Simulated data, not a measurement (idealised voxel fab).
Proc. module: voxel wiring stack
Pictured: cross-section cut, 190 nm wide, on a grid of 5 nm square cells.
Square cells in a grid make up a cross-section in this document, and the grid is given as bands, listed from the top down, each one or more rows of cells.
Band: top height; bottom height; in nm. Then, left to right: material with width in nm, for each material. "everywhere": a single material spanning edge to edge. "empty": empty space.
Where do heights start? At 0: under that level the wafer as delivered is made of one material only. And the lowest band has no floor; it just carries on downward, as in "0 nm and below".
So if you see something like "30..40" for the width, read it as the top row of the band sitting at the first number and the bottom row at the second, with every row in between moving by the same amount as the last.
Take "identical to before" at face value: in the step it is given for, the cross-section changed in none of its cells.
Entry "Sealed cavities". Content: empty spaces with no open connection to the top, size 8 cells or greater. Each: width x height at distance. Distance: from left edge. Unit: nm.
Read whatever lies past the settings on a step's line as the simulator's own remark about the step.
A step's line can hold "overlay nm"; with a mask on that step, the setting says how far right of the planned place the mask lay, while a negative setting says it lay to the left.

-- Here's what the planned process steps look like
1: RECEIVE, material Si
2: CONFORMAL_DEP, material SiO2, thk nm 10
3: DIRECTIONAL_DEP, material TiN, thk nm 5
4: DIRECTIONAL_DEP, material Ru, thk nm 25
5: PATTERN, tone cover, mask id METAL_1, material resist, width nm 25, pitch nm 40, thk nm 15, overlay nm 0
6: DIRECTIONAL_ETCH, etch materials Ru, depth nm 25
7: DIRECTIONAL_ETCH, etch materials TiN, depth nm 5
8: STRIP, etch materials resist
9: CONFORMAL_DEP, material SiCN, thk nm 5
10: FILL_DEP, material SiO2, thk nm 10
11: CMP, height nm 40
12: CONFORMAL_DEP, material SiCN, thk nm 5
13: DIRECTIONAL_DEP, material SiO2, thk nm 10
14: MASKED_ETCH, tone open, mask id PLUG_1, width nm 15, pitch nm 40, etch materials SiO2, depth nm 10, overlay nm -15
15: MASKED_ETCH, tone open, mask id PLUG_1, width nm 15, pitch nm 40, etch materials SiCN, depth nm 5, overlay nm 0
16: CONFORMAL_DEP, material TiN, thk nm 5
17: FILL_DEP, material W, thk nm 10
18: CMP, height nm 55
19: CONFORMAL_DEP, material SiN, thk nm 5
20: DIRECTIONAL_DEP, material SiO2, thk nm 20
21: DIRECTIONAL_DEP, material aC, thk nm 15
22: PATTERN, tone open, mask id METAL_2, material resist, width nm 25, pitch nm 40, thk nm 30, overlay nm 0
23: DIRECTIONAL_ETCH, etch materials aC, depth nm 15
24: STRIP, etch materials resist
25: DIRECTIONAL_ETCH, etch materials SiO2, depth nm 20
26: DIRECTIONAL_ETCH, etch materials SiN, depth nm 5
27: STRIP, etch materials aC
28: CONFORMAL_DEP, material TiN, thk nm 5
29: FILL_DEP, material Cu, thk nm 10
30: CMP, height nm 80
31: EPI, material Ru, thk nm 5
32: FILL_DEP, material SiCN, thk nm 5
Keep in mind the plan's value for the overlay nm of step 14 comes from the first wafer; the wafers don't share that setting, but they do share the same starting point.

-- Cross-section of the first incoming wafer of several, state after step 1
- 0 nm and below = Si everywhere
- Sealed cavities: none

-- Table: wafers, a row each; end-of-module cell change per material since receipt, gain (+), loss (-); then closed voids
overlay nm -15 | +36 Cu | +96 Ru | +146 SiCN | +23 SiN | +311 SiO2 | +69 TiN | +3 W | Sealed cavities: none
overlay nm -10 | +36 Cu | +96 Ru | +143 SiCN | +23 SiN | +311 SiO2 | +72 TiN | +3 W | Sealed cavities: none
overlay nm -5 | +36 Cu | +96 Ru | +140 SiCN | +23 SiN | +311 SiO2 | +75 TiN | +3 W | Sealed cavities: none
overlay nm 0 | +36 Cu | +96 Ru | +137 SiCN | +23 SiN | +311 SiO2 | +75 TiN | +6 W | Sealed cavities: none
overlay nm 5 | +36 Cu | +96 Ru | +140 SiCN | +23 SiN | +311 SiO2 | +75 TiN | +3 W | Sealed cavities: none
overlay nm 10 | +36 Cu | +96 Ru | +143 SiCN | +23 SiN | +311 SiO2 | +72 TiN | +3 W | Sealed cavities: none
overlay nm 15 | +36 Cu | +96 Ru | +146 SiCN | +23 SiN | +311 SiO2 | +69 TiN | +3 W | Sealed cavities: none
